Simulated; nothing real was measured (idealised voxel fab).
You're looking at the process module voxel transistor to metal.
We display cut, a cross-section 185 nm in width whose square cells are each 5 nm.
A cross-section is a grid of square cells, given in bands from the top down. A band is one or more rows of cells.
Read a band's entry like this: the first values are the height of its top and the height of its bottom in nm, and what follows is the sequence of materials from left to right, each with its width in nm. Note that "blank" is empty space, and that a single material marked "all across" reaches across the band from edge to edge.
Beneath 0, the wafer as received is one material, and that level is where height counting begins. The lowest band goes on downward without a bottom; it is written like "0 nm and below".
Width spec "30 to 40" -> top row of cells at first value, bottom row at second value, equal per-row change in between.
For the purposes of this document, the phrase "nothing different" attached to a step denotes that no cell within the cross-section was modified by that step.
Entry "Completely sealed voids" = empty spaces >= 8 cells with no open way to the top; each as width x height at distance, distance from left edge, all nm.
If you see something after the settings on a step's line, that's the simulator's own remark about that step.
For masked steps, "overlay nm" on the step line gives how far right of plan the mask actually lay; a minus sign means it lay to the left.
Every pair from here on: before one process step, after it. The after cross-section reaches only to the lowest band that changed. Below the pair: the step in between and its settings. Pairs can belong to different runs of this module on the same starting wafer; a pair carries on from the pair above only if the entry headed "Geometry before processing" says so.
Geometry before processing:
45 nm to 25 nm = 35 of resist, then 20 of blank, then 70 of resist, then 20 of blank, then 40 of resist
25 nm to 15 nm = 35 of SiO2, then 20 of blank, then 70 of SiO2, then 20 of blank, then 40 of SiO2
15 nm to 0 nm = 35 of SiO2, then 20 of blank, then 5 of SiO2, then 10 of SiN, then 5 of HfO2, then 5 of TiN, then 20 of W, then 5 of TiN, then 5 of HfO2, then 10 of SiN, then 5 of SiO2, then 20 of blank, then 40 of SiO2
0 nm to -5 nm = 15 of SiO2, then 10 of SiN, then 10 of SiO2, then 20 of blank, then 5 of SiO2, then 10 of SiN, then 5 of HfO2, then 30 of TiN, then 5 of HfO2, then 10 of SiN, then 5 of SiO2, then 20 of blank, then 10 of SiO2, then 10 of SiN, then 20 of SiO2
-5 nm to -10 nm = 15 of SiO2, then 5 of SiN, then 15 of SiO2, then 20 of blank, then 5 of pSi, then 10 of SiO2, then 40 of HfO2, then 10 of SiO2, then 5 of pSi, then 20 of blank, then 15 of SiO2, then 5 of SiN, then 20 of SiO2
-10 nm to -15 nm = 15 of SiO2, then 5 of SiN, then 10 of SiO2, then 30 of pSi, then 60 of Si, then 30 of pSi, then 10 of SiO2, then 5 of SiN, then 20 of SiO2
-15 nm to -20 nm = 30 of SiO2, then 120 of Si, then 35 of SiO2
-20 nm to -40 nm = 25 of SiO2, then 130 of Si, then 30 of SiO2
-40 nm and below = Si all across
Completely sealed voids: none
After:
25 nm to 15 nm = 35 of SiO2, then 20 of blank, then 70 of SiO2, then 20 of blank, then 40 of SiO2
Whatever lies below 15 is exactly as it was before.
Completely sealed voids: none
Which process step falls between the two cross-sections above? STRIP, etch materials resist
Geometry before processing: see preceding pair, after cross-section.
After:
30 nm to 25 nm = 40 of TiN, then 10 of blank, then 80 of TiN, then 10 of blank, then 45 of TiN
25 nm to 15 nm = 35 of SiO2, then 5 of TiN, then 10 of blank, then 5 of TiN, then 70 of SiO2, then 5 of TiN, then 10 of blank, then 5 of TiN, then 40 of SiO2
15 nm to 0 nm = 35 of SiO2, then 5 of TiN, then 10 of blank, then 5 of TiN, then 5 of SiO2, then 10 of SiN, then 5 of HfO2, then 5 of TiN, then 20 of W, then 5 of TiN, then 5 of HfO2, then 10 of SiN, then 5 of SiO2, then 5 of TiN, then 10 of blank, then 5 of TiN, then 40 of SiO2
0 nm to -5 nm = 15 of SiO2, then 10 of SiN, then 10 of SiO2, then 5 of TiN, then 10 of blank, then 5 of TiN, then 5 of SiO2, then 10 of SiN, then 5 of HfO2, then 30 of TiN, then 5 of HfO2, then 10 of SiN, then 5 of SiO2, then 5 of TiN, then 10 of blank, then 5 of TiN, then 10 of SiO2, then 10 of SiN, then 20 of SiO2
-5 nm to -10 nm = 15 of SiO2, then 5 of SiN, then 15 of SiO2, then 20 of TiN, then 5 of pSi, then 10 of SiO2, then 40 of HfO2, then 10 of SiO2, then 5 of pSi, then 20 of TiN, then 15 of SiO2, then 5 of SiN, then 20 of SiO2
Whatever lies below -10 is exactly as it was before.
Completely sealed voids: none
Which process step falls between the two cross-sections above? CONFORMAL_DEP, material TiN, thk nm 5
Geometry before processing: see preceding pair, after cross-section.
After:
35 nm to 30 nm = Ru all across
30 nm to 25 nm = 40 of TiN, then 10 of Ru, then 80 of TiN, then 10 of Ru, then 45 of TiN
25 nm to 15 nm = 35 of SiO2, then 5 of TiN, then 10 of Ru, then 5 of TiN, then 70 of SiO2, then 5 of TiN, then 10 of Ru, then 5 of TiN, then 40 of SiO2
15 nm to 0 nm = 35 of SiO2, then 5 of TiN, then 10 of Ru, then 5 of TiN, then 5 of SiO2, then 10 of SiN, then 5 of HfO2, then 5 of TiN, then 20 of W, then 5 of TiN, then 5 of HfO2, then 10 of SiN, then 5 of SiO2, then 5 of TiN, then 10 of Ru, then 5 of TiN, then 40 of SiO2
0 nm to -5 nm = 15 of SiO2, then 10 of SiN, then 10 of SiO2, then 5 of TiN, then 10 of Ru, then 5 of TiN, then 5 of SiO2, then 10 of SiN, then 5 of HfO2, then 30 of TiN, then 5 of HfO2, then 10 of SiN, then 5 of SiO2, then 5 of TiN, then 10 of Ru, then 5 of TiN, then 10 of SiO2, then 10 of SiN, then 20 of SiO2
Whatever lies below -5 is exactly as it was before.
Completely sealed voids: none
Which process step falls between the two cross-sections above? FILL_DEP, material Ru, thk nm 5
Geometry before processing: see preceding pair, after cross-section.
After:
25 nm to 15 nm = 35 of SiO2, then 5 of TiN, then 10 of Ru, then 5 of TiN, then 70 of SiO2, then 5 of TiN, then 10 of Ru, then 5 of TiN, then 40 of SiO2
Whatever lies below 15 is exactly as it was before.
Completely sealed voids: none
Which process step falls between the two cross-sections above? CMP, height nm 25
Geometry before processing: see preceding pair, after cross-section.
After:
30 nm to 25 nm = TiN all across
Whatever lies below 25 is exactly as it was before.
Completely sealed voids: none
Which process step falls between the two cross-sections above? DIRECTIONAL_DEP, material TiN, thk nm 5
Geometry before processing: see preceding pair, after cross-section.
After:
50 nm to 30 nm = Ru all across
Whatever lies below 30 is exactly as it was before.
Completely sealed voids: none
Which process step falls between the two cross-sections above? DIRECTIONAL_DEP, material Ru, thk nm 20
Geometry before processing: see preceding pair, after cross-section.
After:
50 nm to 30 nm = 35 of blank, then 20 of Ru, then 70 of blank, then 20 of Ru, then 40 of blank
Whatever lies below 30 is exactly as it was before.
Completely sealed voids: none
Which process step falls between the two cross-sections above? MASKED_ETCH, tone cover, mask id METAL_1, width nm 20, pitch nm 90, etch materials Ru, depth nm 20, overlay nm 0
Geometry before processing: see preceding pair, after cross-section.
After:
50 nm to 30 nm = 35 of blank, then 20 of Ru, then 70 of blank, then 20 of Ru, then 40 of blank
30 nm to 25 nm = 35 of blank, then 20 of TiN, then 70 of blank, then 20 of TiN, then 40 of blank
Whatever lies below 25 is exactly as it was before.
Completely sealed voids: none
Which process step falls between the two cross-sections above? MASKED_ETCH, tone cover, mask id METAL_1, width nm 20, pitch nm 90, etch materials TiN, depth nm 5, overlay nm 0
Geometry before processing: see preceding pair, after cross-section.
After:
55 nm to 50 nm = SiO2 all across
50 nm to 30 nm = 35 of SiO2, then 20 of Ru, then 70 of SiO2, then 20 of Ru, then 40 of SiO2
30 nm to 25 nm = 35 of SiO2, then 20 of TiN, then 70 of SiO2, then 20 of TiN, then 40 of SiO2
Whatever lies below 25 is exactly as it was before.
Completely sealed voids: none
Which process step falls between the two cross-sections above? FILL_DEP, material SiO2, thk nm 5
Geometry before processing: see preceding pair, after cross-section.
After:
50 nm to 30 nm = 35 of SiO2, then 20 of Ru, then 70 of SiO2, then 20 of Ru, then 40 of SiO2
Whatever lies below 30 is exactly as it was before.
Completely sealed voids: none
Which process step falls between the two cross-sections above? CMP, height nm 50
Geometry before processing: see preceding pair, after cross-section.
After:
55 nm to 50 nm = SiN all across
Whatever lies below 50 is exactly as it was before.
Completely sealed voids: none
Which process step falls between the two cross-sections above? CONFORMAL_DEP, material SiN, thk nm 5
Geometry before processing:
30 nm to 20 nm = 70 of blank, then 5 of SiO2, then 30 of SiCN, then 5 of SiO2, then 75 of blank
20 nm to 0 nm = 70 of blank, then 5 of SiO2, then 30 of polySi, then 5 of SiO2, then 75 of blank
0 nm to -5 nm = 25 of SiO2, then 45 of blank, then 5 of SiO2, then 30 of polySi, then 5 of SiO2, then 45 of blank, then 30 of SiO2
-5 nm to -10 nm = SiO2 all across
-10 nm to -40 nm = 25 of SiO2, then 130 of Si, then 30 of SiO2
-40 nm and below = Si all across
Completely sealed voids: none
After:
35 nm to 30 nm = 65 of blank, then 50 of SiN, then 70 of blank
30 nm to 20 nm = 65 of blank, then 5 of SiN, then 5 of SiO2, then 30 of SiCN, then 5 of SiO2, then 5 of SiN, then 70 of blank
20 nm to 5 nm = 65 of blank, then 5 of SiN, then 5 of SiO2, then 30 of polySi, then 5 of SiO2, then 5 of SiN, then 70 of blank
5 nm to 0 nm = 30 of SiN, then 35 of blank, then 5 of SiN, then 5 of SiO2, then 30 of polySi, then 5 of SiO2, then 5 of SiN, then 35 of blank, then 35 of SiN
0 nm to -5 nm = 25 of SiO2, then 45 of SiN, then 5 of SiO2, then 30 of polySi, then 5 of SiO2, then 45 of SiN, then 30 of SiO2
Whatever lies below -5 is exactly as it was before.
Completely sealed voids: none
Which process step falls between the two cross-sections above? CONFORMAL_DEP, material SiN, thk nm 5
Geometry before processing: see preceding pair, after cross-section.
After:
30 nm to 25 nm = 70 of blank, then 5 of SiO2, then 30 of SiCN, then 5 of SiO2, then 75 of blank
25 nm to 20 nm = 65 of blank, then 5 of SiN, then 5 of SiO2, then 30 of SiCN, then 5 of SiO2, then 5 of SiN, then 70 of blank
20 nm to 0 nm = 65 of blank, then 5 of SiN, then 5 of SiO2, then 30 of polySi, then 5 of SiO2, then 5 of SiN, then 70 of blank
0 nm to -5 nm = 25 of SiO2, then 40 of blank, then 5 of SiN, then 5 of SiO2, then 30 of polySi, then 5 of SiO2, then 5 of SiN, then 40 of blank, then 30 of SiO2
Whatever lies below -5 is exactly as it was before.
Completely sealed voids: none
Which process step falls between the two cross-sections above? DIRECTIONAL_ETCH, etch materials SiN, depth nm 10
Geometry before processing: see preceding pair, after cross-section.
After:
30 nm to 25 nm = 75 of blank, then 30 of SiCN, then 80 of blank
25 nm to 20 nm = 65 of blank, then 5 of SiN, then 5 of SiO2, then 30 of SiCN, then 5 of SiO2, then 5 of SiN, then 70 of blank
20 nm to -5 nm = 65 of blank, then 5 of SiN, then 5 of SiO2, then 30 of polySi, then 5 of SiO2, then 5 of SiN, then 70 of blank
-5 nm to -10 nm = 25 of SiO2, then 40 of blank, then 50 of SiO2, then 40 of blank, then 30 of SiO2
Whatever lies below -10 is exactly as it was before.
Completely sealed voids: none
Which process step falls between the two cross-sections above? DIRECTIONAL_ETCH, etch materials SiO2, depth nm 5
Geometry before processing: see preceding pair, after cross-section.
After:
30 nm to 25 nm = 75 of blank, then 30 of SiCN, then 80 of blank
25 nm to 20 nm = 65 of blank, then 5 of SiN, then 5 of SiO2, then 30 of SiCN, then 5 of SiO2, then 5 of SiN, then 70 of blank
20 nm to -5 nm = 65 of blank, then 5 of SiN, then 5 of SiO2, then 30 of polySi, then 5 of SiO2, then 5 of SiN, then 70 of blank
-5 nm to -10 nm = 25 of SiO2, then 40 of blank, then 50 of SiO2, then 40 of blank, then 30 of SiO2
-10 nm to -15 nm = 25 of SiO2, then 40 of blank, then 50 of Si, then 40 of blank, then 30 of SiO2
Whatever lies below -15 is exactly as it was before.
Completely sealed voids: none
Which process step falls between the two cross-sections above? DIRECTIONAL_ETCH, etch materials Si, depth nm 5
Geometry before processing: see preceding pair, after cross-section.
After:
30 nm to 25 nm = 75 of blank, then 30 of SiCN, then 80 of blank
25 nm to 20 nm = 65 of blank, then 5 of SiN, then 5 of SiO2, then 30 of SiCN, then 5 of SiO2, then 5 of SiN, then 70 of blank
20 nm to -5 nm = 65 of blank, then 5 of SiN, then 5 of SiO2, then 30 of polySi, then 5 of SiO2, then 5 of SiN, then 70 of blank
-5 nm to -10 nm = 25 of SiO2, then 35 of blank, then 5 of pSi, then 50 of SiO2, then 5 of pSi, then 35 of blank, then 30 of SiO2
-10 nm to -15 nm = 25 of SiO2, then 40 of pSi, then 50 of Si, then 40 of pSi, then 30 of SiO2
Whatever lies below -15 is exactly as it was before.
Completely sealed voids: none
Which process step falls between the two cross-sections above? EPI, material pSi, thk nm 5
Geometry before processing: see preceding pair, after cross-section.
After:
40 nm to 30 nm = SiO2 all across
30 nm to 25 nm = 75 of SiO2, then 30 of SiCN, then 80 of SiO2
25 nm to 20 nm = 65 of SiO2, then 5 of SiN, then 5 of SiO2, then 30 of SiCN, then 5 of SiO2, then 5 of SiN, then 70 of SiO2
20 nm to -5 nm = 65 of SiO2, then 5 of SiN, then 5 of SiO2, then 30 of polySi, then 5 of SiO2, then 5 of SiN, then 70 of SiO2
-5 nm to -10 nm = 60 of SiO2, then 5 of pSi, then 50 of SiO2, then 5 of pSi, then 65 of SiO2
Whatever lies below -10 is exactly as it was before.
Completely sealed voids: none
Which process step falls between the two cross-sections above? FILL_DEP, material SiO2, thk nm 10
Geometry before processing: see preceding pair, after cross-section.
After:
20 nm to -5 nm = 65 of SiO2, then 5 of SiN, then 5 of SiO2, then 30 of polySi, then 5 of SiO2, then 5 of SiN, then 70 of SiO2
Whatever lies below -5 is exactly as it was before.
Completely sealed voids: none
Which process step falls between the two cross-sections above? CMP, height nm 20
Geometry before processing: see preceding pair, after cross-section.
After:
20 nm to -5 nm = 65 of SiO2, then 5 of SiN, then 5 of SiO2, then 30 of blank, then 5 of SiO2, then 5 of SiN, then 70 of SiO2
Whatever lies below -5 is exactly as it was before.
Completely sealed voids: none
Which process step falls between the two cross-sections above? STRIP, etch materials polySi
Geometry before processing: see preceding pair, after cross-section.
After:
20 nm to 15 nm = 65 of blank, then 5 of SiN, then 40 of blank, then 5 of SiN, then 70 of blank
15 nm to -5 nm = 65 of SiO2, then 5 of SiN, then 40 of blank, then 5 of SiN, then 70 of SiO2
-5 nm to -10 nm = 60 of SiO2, then 5 of pSi, then 5 of SiO2, then 40 of blank, then 5 of SiO2, then 5 of pSi, then 65 of SiO2
Whatever lies below -10 is exactly as it was before.
Completely sealed voids: none
Which process step falls between the two cross-sections above? SELECTIVE_ETCH, etch materials SiO2, depth nm 5
Geometry before processing: see preceding pair, after cross-section.
After:
25 nm to 20 nm = 60 of blank, then 15 of HfO2, then 30 of blank, then 15 of HfO2, then 65 of blank
20 nm to 15 nm = 65 of HfO2, then 5 of SiN, then 5 of HfO2, then 30 of blank, then 5 of HfO2, then 5 of SiN, then 70 of HfO2
15 nm to -5 nm = 65 of SiO2, then 5 of SiN, then 5 of HfO2, then 30 of blank, then 5 of HfO2, then 5 of SiN, then 70 of SiO2
-5 nm to -10 nm = 60 of SiO2, then 5 of pSi, then 5 of SiO2, then 40 of HfO2, then 5 of SiO2, then 5 of pSi, then 65 of SiO2
Whatever lies below -10 is exactly as it was before.
Completely sealed voids: none
Which process step falls between the two cross-sections above? CONFORMAL_DEP, material HfO2, thk nm 5
Geometry before processing: see preceding pair, after cross-section.
After:
30 nm to 25 nm = 55 of blank, then 25 of TiN, then 20 of blank, then 25 of TiN, then 60 of blank
25 nm to 20 nm = 60 of TiN, then 15 of HfO2, then 5 of TiN, then 20 of blank, then 5 of TiN, then 15 of HfO2, then 65 of TiN
20 nm to 15 nm = 65 of HfO2, then 5 of SiN, then 5 of HfO2, then 5 of TiN, then 20 of blank, then 5 of TiN, then 5 of HfO2, then 5 of SiN, then 70 of HfO2
15 nm to 0 nm = 65 of SiO2, then 5 of SiN, then 5 of HfO2, then 5 of TiN, then 20 of blank, then 5 of TiN, then 5 of HfO2, then 5 of SiN, then 70 of SiO2
0 nm to -5 nm = 65 of SiO2, then 5 of SiN, then 5 of HfO2, then 30 of TiN, then 5 of HfO2, then 5 of SiN, then 70 of SiO2
Whatever lies below -5 is exactly as it was before.
Completely sealed voids: none
Which process step falls between the two cross-sections above? CONFORMAL_DEP, material TiN, thk nm 5
Geometry before processing: see preceding pair, after cross-section.
After:
35 nm to 30 nm = W all across
30 nm to 25 nm = 55 of W, then 25 of TiN, then 20 of W, then 25 of TiN, then 60 of W
25 nm to 20 nm = 60 of TiN, then 15 of HfO2, then 5 of TiN, then 20 of W, then 5 of TiN, then 15 of HfO2, then 65 of TiN
20 nm to 15 nm = 65 of HfO2, then 5 of SiN, then 5 of HfO2, then 5 of TiN, then 20 of W, then 5 of TiN, then 5 of HfO2, then 5 of SiN, then 70 of HfO2
15 nm to 0 nm = 65 of SiO2, then 5 of SiN, then 5 of HfO2, then 5 of TiN, then 20 of W, then 5 of TiN, then 5 of HfO2, then 5 of SiN, then 70 of SiO2
Whatever lies below 0 is exactly as it was before.
Completely sealed voids: none
Which process step falls between the two cross-sections above? FILL_DEP, material W, thk nm 5
Geometry before processing: see preceding pair, after cross-section.
After:
15 nm to 0 nm = 65 of SiO2, then 5 of SiN, then 5 of HfO2, then 5 of TiN, then 20 of W, then 5 of TiN, then 5 of HfO2, then 5 of SiN, then 70 of SiO2
Whatever lies below 0 is exactly as it was before.
Completely sealed voids: none
Which process step falls between the two cross-sections above? CMP, height nm 15
Geometry before processing: see preceding pair, after cross-section.
After:
25 nm to 15 nm = SiO2 all across
Whatever lies below 15 is exactly as it was before.
Completely sealed voids: none
Which process step falls between the two cross-sections above? DIRECTIONAL_DEP, material SiO2, thk nm 10
Geometry before processing: see preceding pair, after cross-section.
After:
45 nm to 25 nm = 35 of resist, then 20 of blank, then 70 of resist, then 20 of blank, then 40 of resist
Whatever lies below 25 is exactly as it was before.
Completely sealed voids: none
Which process step falls between the two cross-sections above? PATTERN, tone open, mask id CONTACT, material resist, width nm 20, pitch nm 90, thk nm 20, overlay nm 0
Geometry before processing: see preceding pair, after cross-section.
After:
45 nm to 25 nm = 35 of resist, then 20 of blank, then 70 of resist, then 20 of blank, then 40 of resist
25 nm to 15 nm = 35 of SiO2, then 20 of blank, then 70 of SiO2, then 20 of blank, then 40 of SiO2
15 nm to 0 nm = 35 of SiO2, then 20 of blank, then 10 of SiO2, then 5 of SiN, then 5 of HfO2, then 5 of TiN, then 20 of W, then 5 of TiN, then 5 of HfO2, then 5 of SiN, then 10 of SiO2, then 20 of blank, then 40 of SiO2
0 nm to -5 nm = 35 of SiO2, then 20 of blank, then 10 of SiO2, then 5 of SiN, then 5 of HfO2, then 30 of TiN, then 5 of HfO2, then 5 of SiN, then 10 of SiO2, then 20 of blank, then 40 of SiO2
-5 nm to -10 nm = 35 of SiO2, then 20 of blank, then 5 of SiO2, then 5 of pSi, then 5 of SiO2, then 40 of HfO2, then 5 of SiO2, then 5 of pSi, then 5 of SiO2, then 20 of blank, then 40 of SiO2
Whatever lies below -10 is exactly as it was before.
Completely sealed voids: none
Which process step falls between the two cross-sections above? DIRECTIONAL_ETCH, etch materials SiO2, depth nm 35
Geometry before processing: see preceding pair, after cross-section.
After:
25 nm to 15 nm = 35 of SiO2, then 20 of blank, then 70 of SiO2, then 20 of blank, then 40 of SiO2
Whatever lies below 15 is exactly as it was before.
Completely sealed voids: none
Which process step falls between the two cross-sections above? STRIP, etch materials resist
Geometry before processing: see preceding pair, after cross-section.
After:
30 nm to 25 nm = 40 of TiN, then 10 of blank, then 80 of TiN, then 10 of blank, then 45 of TiN
25 nm to 15 nm = 35 of SiO2, then 5 of TiN, then 10 of blank, then 5 of TiN, then 70 of SiO2, then 5 of TiN, then 10 of blank, then 5 of TiN, then 40 of SiO2
15 nm to 0 nm = 35 of SiO2, then 5 of TiN, then 10 of blank, then 5 of TiN, then 10 of SiO2, then 5 of SiN, then 5 of HfO2, then 5 of TiN, then 20 of W, then 5 of TiN, then 5 of HfO2, then 5 of SiN, then 10 of SiO2, then 5 of TiN, then 10 of blank, then 5 of TiN, then 40 of SiO2
0 nm to -5 nm = 35 of SiO2, then 5 of TiN, then 10 of blank, then 5 of TiN, then 10 of SiO2, then 5 of SiN, then 5 of HfO2, then 30 of TiN, then 5 of HfO2, then 5 of SiN, then 10 of SiO2, then 5 of TiN, then 10 of blank, then 5 of TiN, then 40 of SiO2
-5 nm to -10 nm = 35 of SiO2, then 20 of TiN, then 5 of SiO2, then 5 of pSi, then 5 of SiO2, then 40 of HfO2, then 5 of SiO2, then 5 of pSi, then 5 of SiO2, then 20 of TiN, then 40 of SiO2
Whatever lies below -10 is exactly as it was before.
Completely sealed voids: none
Which process step falls between the two cross-sections above? CONFORMAL_DEP, material TiN, thk nm 5
Geometry before processing: see preceding pair, after cross-section.
After:
35 nm to 30 nm = Ru all across
30 nm to 25 nm = 40 of TiN, then 10 of Ru, then 80 of TiN, then 10 of Ru, then 45 of TiN
25 nm to 15 nm = 35 of SiO2, then 5 of TiN, then 10 of Ru, then 5 of TiN, then 70 of SiO2, then 5 of TiN, then 10 of Ru, then 5 of TiN, then 40 of SiO2
15 nm to 0 nm = 35 of SiO2, then 5 of TiN, then 10 of Ru, then 5 of TiN, then 10 of SiO2, then 5 of SiN, then 5 of HfO2, then 5 of TiN, then 20 of W, then 5 of TiN, then 5 of HfO2, then 5 of SiN, then 10 of SiO2, then 5 of TiN, then 10 of Ru, then 5 of TiN, then 40 of SiO2
0 nm to -5 nm = 35 of SiO2, then 5 of TiN, then 10 of Ru, then 5 of TiN, then 10 of SiO2, then 5 of SiN, then 5 of HfO2, then 30 of TiN, then 5 of HfO2, then 5 of SiN, then 10 of SiO2, then 5 of TiN, then 10 of Ru, then 5 of TiN, then 40 of SiO2
Whatever lies below -5 is exactly as it was before.
Completely sealed voids: none
Which process step falls between the two cross-sections above? FILL_DEP, material Ru, thk nm 5
Geometry before processing: see preceding pair, after cross-section.
After:
25 nm to 15 nm = 35 of SiO2, then 5 of TiN, then 10 of Ru, then 5 of TiN, then 70 of SiO2, then 5 of TiN, then 10 of Ru, then 5 of TiN, then 40 of SiO2
Whatever lies below 15 is exactly as it was before.
Completely sealed voids: none
Which process step falls between the two cross-sections above? CMP, height nm 25
Geometry before processing: see preceding pair, after cross-section.
After:
30 nm to 25 nm = TiN all across
Whatever lies below 25 is exactly as it was before.
Completely sealed voids: none
Which process step falls between the two cross-sections above? DIRECTIONAL_DEP, material TiN, thk nm 5
Geometry before processing: see preceding pair, after cross-section.
After:
50 nm to 30 nm = Ru all across
Whatever lies below 30 is exactly as it was before.
Completely sealed voids: none
Which process step falls between the two cross-sections above? DIRECTIONAL_DEP, material Ru, thk nm 20
Geometry before processing: see preceding pair, after cross-section.
After:
50 nm to 30 nm = 35 of blank, then 20 of Ru, then 70 of blank, then 20 of Ru, then 40 of blank
Whatever lies below 30 is exactly as it was before.
Completely sealed voids: none
Which process step falls between the two cross-sections above? MASKED_ETCH, tone cover, mask id METAL_1, width nm 20, pitch nm 90, etch materials Ru, depth nm 20, overlay nm 0
Geometry before processing: see preceding pair, after cross-section.
After:
50 nm to 30 nm = 35 of blank, then 20 of Ru, then 70 of blank, then 20 of Ru, then 40 of blank
30 nm to 25 nm = 35 of blank, then 20 of TiN, then 70 of blank, then 20 of TiN, then 40 of blank
Whatever lies below 25 is exactly as it was before.
Completely sealed voids: none
Which process step falls between the two cross-sections above? MASKED_ETCH, tone cover, mask id METAL_1, width nm 20, pitch nm 90, etch materials TiN, depth nm 5, overlay nm 0
Geometry before processing: see preceding pair, after cross-section.
After:
55 nm to 50 nm = SiO2 all across
50 nm to 30 nm = 35 of SiO2, then 20 of Ru, then 70 of SiO2, then 20 of Ru, then 40 of SiO2
30 nm to 25 nm = 35 of SiO2, then 20 of TiN, then 70 of SiO2, then 20 of TiN, then 40 of SiO2
Whatever lies below 25 is exactly as it was before.
Completely sealed voids: none
Which process step falls between the two cross-sections above? FILL_DEP, material SiO2, thk nm 5
Geometry before processing: see preceding pair, after cross-section.
After:
50 nm to 30 nm = 35 of SiO2, then 20 of Ru, then 70 of SiO2, then 20 of Ru, then 40 of SiO2
Whatever lies below 30 is exactly as it was before.
Completely sealed voids: none
Which process step falls between the two cross-sections above? CMP, height nm 50
Geometry before processing: see preceding pair, after cross-section.
After:
55 nm to 50 nm = SiN all across
Whatever lies below 50 is exactly as it was before.
Completely sealed voids: none
Which process step falls between the two cross-sections above? CONFORMAL_DEP, material SiN, thk nm 5
Geometry before processing:
15 nm to 0 nm = SiN all across
0 nm to -5 nm = SiO2 all across
-5 nm and below = Si all across
Completely sealed voids: none
After:
15 nm to 0 nm = 30 of blank, then 120 of SiN, then 35 of blank
Whatever lies below 0 is exactly as it was before.
Completely sealed voids: none
Which process step falls between the two cross-sections above? MASKED_ETCH, tone cover, mask id ACTIVE, width nm 120, etch materials SiN, depth nm 15, overlay nm 0
Geometry before processing: see preceding pair, after cross-section.
After:
15 nm to 0 nm = 30 of blank, then 120 of SiN, then 35 of blank
0 nm to -5 nm = 25 of blank, then 130 of SiO2, then 30 of blank
Whatever lies below -5 is exactly as it was before.
Completely sealed voids: none
Which process step falls between the two cross-sections above? MASKED_ETCH, tone cover, mask id ACTIVE, width nm 130, etch materials SiO2, depth nm 5, overlay nm 0
Geometry before processing: see preceding pair, after cross-section.
After:
15 nm to 0 nm = 30 of blank, then 120 of SiN, then 35 of blank
0 nm to -5 nm = 25 of blank, then 130 of SiO2, then 30 of blank
-5 nm to -40 nm = 25 of blank, then 130 of Si, then 30 of blank
Whatever lies below -40 is exactly as it was before.
Completely sealed voids: none
Which process step falls between the two cross-sections above? MASKED_ETCH, tone cover, mask id ACTIVE, width nm 130, etch materials Si, depth nm 35, overlay nm 0
Geometry before processing: see preceding pair, after cross-section.
After:
25 nm to 15 nm = SiO2 all across
15 nm to 0 nm = 30 of SiO2, then 120 of SiN, then 35 of SiO2
0 nm to -5 nm = SiO2 all across
-5 nm to -40 nm = 25 of SiO2, then 130 of Si, then 30 of SiO2
Whatever lies below -40 is exactly as it was before.
Completely sealed voids: none
Which process step falls between the two cross-sections above? FILL_DEP, material SiO2, thk nm 10
Geometry before processing: see preceding pair, after cross-section.
After:
15 nm to 0 nm = 30 of SiO2, then 120 of SiN, then 35 of SiO2
Whatever lies below 0 is exactly as it was before.
Completely sealed voids: none
Which process step falls between the two cross-sections above? CMP, height nm 15
Geometry before processing: see preceding pair, after cross-section.
After:
15 nm to 5 nm = 30 of blank, then 120 of SiN, then 35 of blank
Whatever lies below 5 is exactly as it was before.
Completely sealed voids: none
Which process step falls between the two cross-sections above? SELECTIVE_ETCH, etch materials SiO2, depth nm 10
Geometry before processing: see preceding pair, after cross-section.
After:
5 nm to 0 nm = 30 of SiO2, then 120 of blank, then 35 of SiO2
Whatever lies below 0 is exactly as it was before.
Completely sealed voids: none
Which process step falls between the two cross-sections above? STRIP, etch materials SiN
Geometry before processing: see preceding pair, after cross-section.
After:
0 nm to -5 nm = 25 of SiO2, then 130 of blank, then 30 of SiO2
Whatever lies below -5 is exactly as it was before.
Completely sealed voids: none
Which process step falls between the two cross-sections above? SELECTIVE_ETCH, etch materials SiO2, depth nm 5
Geometry before processing: see preceding pair, after cross-section.
After:
0 nm to -5 nm = 25 of SiO2, then 130 of blank, then 30 of SiO2
-5 nm to -10 nm = SiO2 all across
Whatever lies below -10 is exactly as it was before.
Completely sealed voids: none
Which process step falls between the two cross-sections above? OXIDIZE, depth nm 5
Geometry before processing: see preceding pair, after cross-section.
After:
25 nm to 20 nm = 25 of polySi, then 130 of blank, then 30 of polySi
20 nm to 0 nm = polySi all across
0 nm to -5 nm = 25 of SiO2, then 130 of polySi, then 30 of SiO2
Whatever lies below -5 is exactly as it was before.
Completely sealed voids: none
Which process step falls between the two cross-sections above? DIRECTIONAL_DEP, material polySi, thk nm 25
Geometry before processing: see preceding pair, after cross-section.
After:
35 nm to 30 nm = 25 of SiCN, then 130 of blank, then 30 of SiCN
30 nm to 25 nm = SiCN all across
25 nm to 20 nm = 25 of polySi, then 130 of SiCN, then 30 of polySi
Whatever lies below 20 is exactly as it was before.
Completely sealed voids: none
Which process step falls between the two cross-sections above? DIRECTIONAL_DEP, material SiCN, thk nm 10
Geometry before processing: see preceding pair, after cross-section.
After:
50 nm to 45 nm = 25 of aC, then 130 of blank, then 30 of aC
45 nm to 35 nm = aC all across
35 nm to 30 nm = 25 of SiCN, then 130 of aC, then 30 of SiCN
Whatever lies below 30 is exactly as it was before.
Completely sealed voids: none
Which process step falls between the two cross-sections above? DIRECTIONAL_DEP, material aC, thk nm 15
Geometry before processing: see preceding pair, after cross-section.
After:
80 nm to 50 nm = 75 of blank, then 30 of resist, then 80 of blank
50 nm to 45 nm = 25 of aC, then 50 of blank, then 30 of resist, then 50 of blank, then 30 of aC
Whatever lies below 45 is exactly as it was before.
Completely sealed voids: none
Which process step falls between the two cross-sections above? PATTERN, tone cover, mask id GATE, material resist, width nm 30, thk nm 30, overlay nm 0
Geometry before processing: see preceding pair, after cross-section.
After:
65 nm to 45 nm = 75 of blank, then 30 of resist, then 80 of blank
45 nm to 35 nm = 75 of blank, then 30 of aC, then 80 of blank
35 nm to 30 nm = 25 of SiCN, then 50 of blank, then 30 of aC, then 50 of blank, then 30 of SiCN
Whatever lies below 30 is exactly as it was before.
Completely sealed voids: none
Which process step falls between the two cross-sections above? DIRECTIONAL_ETCH, etch materials aC, depth nm 15
Geometry before processing: see preceding pair, after cross-section.
After:
45 nm to 35 nm = 75 of blank, then 30 of aC, then 80 of blank
Whatever lies below 35 is exactly as it was before.
Completely sealed voids: none
Which process step falls between the two cross-sections above? STRIP, etch materials resist
Geometry before processing: see preceding pair, after cross-section.
After:
45 nm to 30 nm = 75 of blank, then 30 of aC, then 80 of blank
30 nm to 25 nm = 75 of blank, then 30 of SiCN, then 80 of blank
25 nm to 20 nm = 25 of polySi, then 50 of blank, then 30 of SiCN, then 50 of blank, then 30 of polySi
Whatever lies below 20 is exactly as it was before.
Completely sealed voids: none
Which process step falls between the two cross-sections above? DIRECTIONAL_ETCH, etch materials SiCN, depth nm 20
